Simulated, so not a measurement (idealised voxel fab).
Name of the process module below: voxel gate over fins
Cross-section cut spans 285 nm and uses square cells 5 nm in size.
This document writes a cross-section as a grid whose cells are square, and gives it as bands, listed from the top down; one or more rows of cells form a band. Top height, bottom height, nm. Materials left to right, width each, nm. Single material + "throughout" = fills band edge to edge. "air" = empty. Ref level 0: as-received wafer is one material below here. Bottom band extends down with no lower bound ("0 down"). Width spec "30 to 40" -> top row of cells at first value, bottom row at second value, equal per-row change in between. Where a step carries "remains unaltered", the cross-section came out of it unchanged, cell for cell. "Closed-off voids" - sealed voids, min. 8 cells, no opening to top; format: width x height at distance (distance from left edge; nm throughout). Anything after a step's settings on that line? It's the simulator's own note about the step. overlay nm: how far to the right of its planned place the mask lay on this masked step (negative: to the left).

### Listed below are the process steps as planned
1. RECEIVE | material Si
2. CONFORMAL_DEP | material SiN | thk nm 5
3. MASKED_ETCH | tone cover | mask id FINS | width nm 15 | pitch nm 55 | etch materials SiN | depth nm 5 | overlay nm 0
4. MASKED_ETCH | tone cover | mask id FINS | width nm 15 | pitch nm 55 | etch materials Si | depth nm 40 | overlay nm 0
5. OXIDIZE | depth nm 5
6. FILL_DEP | material SiO2 | thk nm 15
7. CMP | height nm 5
8. MASKED_ETCH | tone open | mask id RAIL | width nm 15 | etch materials SiO2 | depth nm 40 | overlay nm 0
9. CONFORMAL_DEP | material TiN | thk nm 5
10. FILL_DEP | material W | thk nm 5
11. CMP | height nm 5
12. SELECTIVE_ETCH | etch materials W Ru TiN | depth nm 25
13. FILL_DEP | material SiO2 | thk nm 5
14. CMP | height nm 5
15. SELECTIVE_ETCH | etch materials SiO2 | depth nm 20
16. STRIP | etch materials SiN
17. CONFORMAL_DEP | material HfO2 | thk nm 5
18. CONFORMAL_DEP | material TiN | thk nm 5
19. FILL_DEP | material W | thk nm 15
20. CMP | height nm 20
21. CONFORMAL_DEP | material SiCN | thk nm 5

### Shown in cross-section is the wafer as received, that is, as it stands after step 1
> 0 down = Si throughout
> Closed-off voids: none

### End state of the module in cross-section, given the above starting point and plan and one mistake in execution
> 25 to 20 = SiCN throughout
> 20 to 10 = W throughout
> 10 to 5 = W=45 / HfO2=25 / W=30 / HfO2=25 / W=30 / HfO2=25 / W=30 / HfO2=25 / W=50
> 5 to 0 = W=45 / HfO2=5 / TiN=15 / HfO2=5 / W=30 / HfO2=5 / TiN=15 / HfO2=5 / W=30 / HfO2=5 / TiN=15 / HfO2=5 / W=30 / HfO2=5 / TiN=15 / HfO2=5 / W=50
> 0 to -5 = W=45 / HfO2=5 / TiN=5 / Si=5 / TiN=5 / HfO2=5 / W=30 / HfO2=5 / TiN=5 / Si=5 / TiN=5 / HfO2=5 / W=30 / HfO2=5 / TiN=5 / Si=5 / TiN=5 / HfO2=5 / W=30 / HfO2=5 / TiN=5 / Si=5 / TiN=5 / HfO2=5 / W=50
> -5 to -10 = HfO2=50 / TiN=5 / Si=5 / TiN=5 / HfO2=40 / TiN=5 / Si=5 / TiN=5 / HfO2=40 / TiN=5 / Si=5 / TiN=5 / HfO2=40 / TiN=5 / Si=5 / TiN=5 / HfO2=55
> -10 to -15 = TiN=55 / Si=5 / TiN=50 / Si=5 / TiN=50 / Si=5 / TiN=50 / Si=5 / TiN=60
> -15 to -20 = SiO2=55 / Si=5 / SiO2=50 / Si=5 / SiO2=50 / Si=5 / SiO2=50 / Si=5 / SiO2=60
> -20 to -30 = SiO2=55 / Si=5 / SiO2=15 / TiN=5 / W=5 / TiN=5 / SiO2=20 / Si=5 / SiO2=50 / Si=5 / SiO2=50 / Si=5 / SiO2=60
> -30 to -35 = SiO2=55 / Si=5 / SiO2=15 / TiN=15 / SiO2=20 / Si=5 / SiO2=50 / Si=5 / SiO2=50 / Si=5 / SiO2=60
> -35 to -45 = SiO2=55 / Si=5 / SiO2=50 / Si=5 / SiO2=50 / Si=5 / SiO2=50 / Si=5 / SiO2=60
> -45 down = Si throughout
> Closed-off voids: none
In executing the process, a mistake was made relative to the plan: steps 17 and 18 got flipped, so each one ran where the other should have
